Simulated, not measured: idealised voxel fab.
voxel transistor to metal: a process module
Square cells of 5 nm make up the cross-section cut, whose width is 190 nm.
Cross-section spec: square-cell grid; bands listed top down; each band is one or more rows. Heights first: top, then bottom, in nm. Then materials, left to right, each with a width in nm. "edge to edge" on a single material: fills the band edge to edge. "empty": empty space. Heights are measured from 0, the level below which the as-received wafer is all one material; the lowest band has no bottom and continues downward, written as in "top 0, no bottom". The notation "30 to 40" denotes a width that varies across the rows of cells in the band, beginning at the first number in the top row, finishing at the second number in the bottom row, and changing by an identical amount from each row to the next. "no alteration" -> step changed no cross-section cell. Any empty space of 8 cells or more lacking an open way to the top shows up in "Fully sealed cavities" as width x height at distance, distance from the left edge, in nm. Step line, after settings: the simulator's comment on this step. overlay nm: on a step with a mask, how far right of its planned place the mask lay; negative means left.
[Below is the list of planned process steps]
step 1: RECEIVE: material Si
step 2: CONFORMAL_DEP: material SiO2, thk nm 5
step 3: CONFORMAL_DEP: material SiN, thk nm 15
step 4: PATTERN: tone cover, mask id ACTIVE, material resist, width nm 115, thk nm 20, overlay nm 0
step 5: DIRECTIONAL_ETCH: etch materials SiN, depth nm 15
step 6: DIRECTIONAL_ETCH: etch materials SiO2, depth nm 5
step 7: DIRECTIONAL_ETCH: etch materials Si, depth nm 35
step 8: STRIP: etch materials resist
step 9: FILL_DEP: material SiO2, thk nm 10
step 10: CMP: height nm 20
step 11: SELECTIVE_ETCH: etch materials SiO2, depth nm 15
step 12: STRIP: etch materials SiN
step 13: SELECTIVE_ETCH: etch materials SiO2, depth nm 5
step 14: OXIDIZE: depth nm 5
step 15: DIRECTIONAL_DEP: material polySi, thk nm 25
step 16: DIRECTIONAL_DEP: material SiCN, thk nm 15
step 17: DIRECTIONAL_DEP: material aC, thk nm 15
step 18: PATTERN: tone cover, mask id GATE, material resist, width nm 25, thk nm 30, overlay nm 0
step 19: DIRECTIONAL_ETCH: etch materials aC, depth nm 15
step 20: STRIP: etch materials resist
step 21: DIRECTIONAL_ETCH: etch materials SiCN, depth nm 25
step 22: DIRECTIONAL_ETCH: etch materials polySi, depth nm 35
step 23: STRIP: etch materials aC
step 24: CONFORMAL_DEP: material SiO2, thk nm 5
step 25: DIRECTIONAL_ETCH: etch materials SiO2, depth nm 5
step 26: CONFORMAL_DEP: material SiN, thk nm 10
step 27: DIRECTIONAL_ETCH: etch materials SiN, depth nm 10
step 28: DIRECTIONAL_ETCH: etch materials SiO2, depth nm 5
step 29: EPI: material nSi, thk nm 5
step 30: FILL_DEP: material SiO2, thk nm 10
step 31: CMP: height nm 40
step 32: DIRECTIONAL_DEP: material SiO2, thk nm 10
step 33: DIRECTIONAL_DEP: material aC, thk nm 10
step 34: PATTERN: tone open, mask id CONTACT, material resist, width nm 20, pitch nm 75, thk nm 25, overlay nm 0
step 35: DIRECTIONAL_ETCH: etch materials aC, depth nm 10
step 36: STRIP: etch materials resist
step 37: DIRECTIONAL_ETCH: etch materials SiO2, depth nm 50
step 38: STRIP: etch materials aC
step 39: CONFORMAL_DEP: material TiN, thk nm 5
step 40: FILL_DEP: material Ru, thk nm 5
step 41: CMP: height nm 50
step 42: DIRECTIONAL_DEP: material TiN, thk nm 5
step 43: DIRECTIONAL_DEP: material W, thk nm 20
step 44: MASKED_ETCH: tone cover, mask id METAL_1, width nm 20, pitch nm 75, etch materials W, depth nm 20, overlay nm -15
step 45: MASKED_ETCH: tone cover, mask id METAL_1, width nm 20, pitch nm 75, etch materials TiN, depth nm 5, overlay nm 0
step 46: FILL_DEP: material SiO2, thk nm 5
step 47: CMP: height nm 75
step 48: CONFORMAL_DEP: material SiCN, thk nm 5
step 49: DIRECTIONAL_DEP: material lowk, thk nm 35
step 50: MASKED_ETCH: tone open, mask id METAL_2, width nm 20, pitch nm 75, etch materials lowk, depth nm 20, overlay nm 0
step 51: PATTERN: tone open, mask id METAL_2_HOLES, material resist, width nm 15, pitch nm 75, thk nm 15, overlay nm 0
step 52: DIRECTIONAL_ETCH: etch materials lowk, depth nm 15
step 53: DIRECTIONAL_ETCH: etch materials SiCN, depth nm 5
step 54: STRIP: etch materials resist
step 55: CONFORMAL_DEP: material TiN, thk nm 5
step 56: FILL_DEP: material Ru, thk nm 10
step 57: CMP: height nm 115
step 58: CONFORMAL_DEP: material SiCN, thk nm 5
varied across the wafers: overlay nm of step 44. The plan shows the first wafer's value. All wafers start alike
[The first of several wafers as received, shown in cross-section; this is its state after step 1]
* top 0, no bottom | Si edge to edge
* Fully sealed cavities: none
[End of module, by wafer: material-by-material cell gain (+) or loss (-) since receipt, then closed voids]
overlay nm -15, +56 Ru, -128 Si, +85 SiCN, +32 SiN, +486 SiO2, +94 TiN, +32 W, +216 lowk, +14 nSi, +25 polySi, Fully sealed cavities: none
overlay nm -10, +56 Ru, -128 Si, +85 SiCN, +32 SiN, +488 SiO2, +92 TiN, +32 W, +216 lowk, +14 nSi, +25 polySi, Fully sealed cavities: none
overlay nm -5, +56 Ru, -128 Si, +85 SiCN, +32 SiN, +490 SiO2, +90 TiN, +32 W, +216 lowk, +14 nSi, +25 polySi, Fully sealed cavities: none
overlay nm 0, +56 Ru, -128 Si, +85 SiCN, +32 SiN, +492 SiO2, +88 TiN, +32 W, +216 lowk, +14 nSi, +25 polySi, Fully sealed cavities: none
overlay nm 5, +56 Ru, -128 Si, +85 SiCN, +32 SiN, +490 SiO2, +90 TiN, +32 W, +216 lowk, +14 nSi, +25 polySi, Fully sealed cavities: none
overlay nm 10, +56 Ru, -128 Si, +85 SiCN, +32 SiN, +488 SiO2, +92 TiN, +32 W, +216 lowk, +14 nSi, +25 polySi, Fully sealed cavities: none
overlay nm 15, +56 Ru, -128 Si, +85 SiCN, +32 SiN, +486 SiO2, +94 TiN, +32 W, +216 lowk, +14 nSi, +25 polySi, Fully sealed cavities: none
